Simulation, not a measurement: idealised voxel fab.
The name of this process module is voxel self aligned vias.
In the cross-section labelled cut, the width is 295 nm and each square cell is 5 nm.
Throughout this document, each cross-section is represented as a grid of square cells and is presented as a sequence of bands enumerated from the top downward, where a band comprises one or more rows of cells.
The band entry comprises the height of the band's top followed by the height of its bottom, expressed in nm, and subsequently the band's materials from left to right, each stated together with its width in nm. Where a single material is marked with the word "all across", that material fills the band from edge to edge. The word "air" represents empty space.
Height 0 is the level under which the wafer as received is all one material. The lowest band goes on downwards, as in "0 -> down".
Top row gets the first number, bottom row gets the second, and each row in between changes by the same step: that is how a band width like "30..40" works.
Take "remained the same" at face value: in the step it is given for, the cross-section changed in none of its cells.
Entry "closed voids". Content: empty spaces with no open connection to the top, size 8 cells or greater. Each: width x height at distance. Distance: from left edge. Unit: nm.
Step line, after settings: the simulator's comment on this step.
For masked steps, "overlay nm" on the step line gives how far right of plan the mask actually lay; a minus sign means it lay to the left.

**Here's what the planned process steps look like**
| 1 | RECEIVE | material Si |
| 2 | CONFORMAL_DEP | material SiO2 | thk nm 15 |
| 3 | CONFORMAL_DEP | material SiCN | thk nm 5 |
| 4 | DIRECTIONAL_DEP | material lowk | thk nm 20 |
| 5 | PATTERN | tone open | mask id LINES | material resist | width nm 30 | pitch nm 55 | thk nm 15 | overlay nm 0 |
| 6 | DIRECTIONAL_ETCH | etch materials lowk | depth nm 20 |
| 7 | STRIP | etch materials resist |
| 8 | CONFORMAL_DEP | material TiN | thk nm 5 |
| 9 | FILL_DEP | material W | thk nm 10 |
| 10 | CMP | height nm 40 |
| 11 | SELECTIVE_ETCH | etch materials W Ru TiN | depth nm 5 |
| 12 | FILL_DEP | material SiN | thk nm 5 |
| 13 | CMP | height nm 40 |
| 14 | DIRECTIONAL_DEP | material lowk | thk nm 15 |
| 15 | MASKED_ETCH | tone open | mask id VIAS | width nm 40 | pitch nm 110 | etch materials lowk | depth nm 15 | overlay nm 0 |
| 16 | MASKED_ETCH | tone open | mask id VIAS | width nm 40 | pitch nm 110 | etch materials SiN | depth nm 5 | overlay nm 0 |
| 17 | CONFORMAL_DEP | material TiN | thk nm 5 |
| 18 | FILL_DEP | material W | thk nm 5 |
| 19 | CMP | height nm 55 |
| 20 | CONFORMAL_DEP | material SiCN | thk nm 5 |
Variable across wafers: step 11 depth nm (plan value is that of the first wafer; starting state common to all).

**As-received state after step 1, first of several wafers, cross-section**
- 0 -> down = Si all across
- closed voids: none

**So in this table every wafer gets its own row, and what you see is where it stands at the end of the module: for each material, how many cells it picked up (+) or gave up (-) since we received it, and after that its closed voids**
depth nm 5, +118 SiCN, +6 SiN, +177 SiO2, +58 TiN, +56 W, +293 lowk, closed voids: none
depth nm 10, +118 SiCN, +24 SiN, +177 SiO2, +52 TiN, +44 W, +293 lowk, closed voids: none
depth nm 15, +118 SiCN, +42 SiN, +177 SiO2, +46 TiN, +32 W, +293 lowk, closed voids: none
depth nm 20, +118 SiCN, +60 SiN, +177 SiO2, +28 TiN, +32 W, +293 lowk, closed voids: none
